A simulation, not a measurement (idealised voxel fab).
Title: Process Module voxel wiring stack
The width of the displayed cross-section, cut, is 230 nm; its cells are square, with a size of 5 nm.
Cross-section = grid of square cells, listed top down in bands; band = one or more rows.
Heads up on the band format: heights come first, top then bottom, in nm. After that it's the materials left to right, each with its width in nm. A single material flagged "edge to edge" fills the whole band edge to edge, and "empty" means there's empty space there.
The level at which height equals 0 is the one under which the wafer, as it arrives, is entirely one material. No lower edge exists for the bottom band, which continues downward and is notated as in "0 down".
Width spec "30 to 40" -> top row of cells at first value, bottom row at second value, equal per-row change in between.
You'll sometimes find "same as before" written for a step, and that's the way of saying that nowhere in the cross-section did a cell change during that step.
Heads up: "Voids lacking openings" only lists the empty pockets with no open path to the top that are 8 cells or more, and it writes them as width x height at distance, distance from the left edge, in nm.
Step line, after settings: the simulator's comment on this step.
You can add "overlay nm" to a step's line. For a step with a mask, it describes how far the mask lay to the right of its planned position, and a negative number describes a lay to the left.

-- Process steps (planned)
| 1 | RECEIVE,material Si |
| 2 | CONFORMAL_DEP,material SiO2,thk nm 10 |
| 3 | DIRECTIONAL_DEP,material TiN,thk nm 5 |
| 4 | DIRECTIONAL_DEP,material W,thk nm 25 |
| 5 | DIRECTIONAL_DEP,material aC,thk nm 15 |
| 6 | PATTERN,tone cover,mask id METAL_1,material resist,width nm 20,pitch nm 45,thk nm 35,overlay nm 0 |
| 7 | DIRECTIONAL_ETCH,etch materials aC,depth nm 15 |
| 8 | STRIP,etch materials resist |
| 9 | DIRECTIONAL_ETCH,etch materials W,depth nm 25 |
| 10 | DIRECTIONAL_ETCH,etch materials TiN,depth nm 5 |
| 11 | STRIP,etch materials aC |
| 12 | CONFORMAL_DEP,material SiCN,thk nm 5 |
| 13 | FILL_DEP,material lowk,thk nm 5 |
| 14 | CMP,height nm 30 |
| 15 | CONFORMAL_DEP,material SiCN,thk nm 5 |
| 16 | DIRECTIONAL_DEP,material SiO2,thk nm 25 |
| 17 | MASKED_ETCH,tone open,mask id METAL_2,width nm 20,pitch nm 45,etch materials SiO2,depth nm 15,overlay nm 0 |
| 18 | PATTERN,tone open,mask id METAL_2_HOLES,material resist,width nm 15,pitch nm 90,thk nm 15,overlay nm 0 |
| 19 | DIRECTIONAL_ETCH,etch materials SiO2,depth nm 10 |
| 20 | DIRECTIONAL_ETCH,etch materials SiCN,depth nm 5 |
| 21 | STRIP,etch materials resist |
| 22 | CONFORMAL_DEP,material TiN,thk nm 5 |
| 23 | FILL_DEP,material Cu,thk nm 5 |
| 24 | CMP,height nm 70 |
| 25 | CONFORMAL_DEP,material SiCN,thk nm 5 |
All wafers enter the flow in the same state. The height nm at step 14 differs from wafer to wafer, and the plan gives the value for the first wafer.

-- First of several wafers, received after step 1, in cross-section
	0 down  Si edge to edge
	Voids lacking openings: none

-- Per wafer (row), end of module: delta in cells per material since receipt, (+) for gained, (-) for lost; closed voids after that
height nm 30, +76 Cu, +140 SiCN, +262 SiO2, +98 TiN, +48 W, +66 lowk, Voids lacking openings: none
height nm 35, +30 Cu, +148 SiCN, +262 SiO2, +98 TiN, +64 W, +88 lowk, Voids lacking openings: none
height nm 40, +22 Cu, +156 SiCN, +262 SiO2, +60 TiN, +80 W, +110 lowk, Voids lacking openings: none
height nm 45, +14 Cu, +180 SiCN, +232 SiO2, +52 TiN, +80 W, +132 lowk, Voids lacking openings: none
height nm 50, +6 Cu, +180 SiCN, +202 SiO2, +44 TiN, +80 W, +178 lowk, Voids lacking openings: none
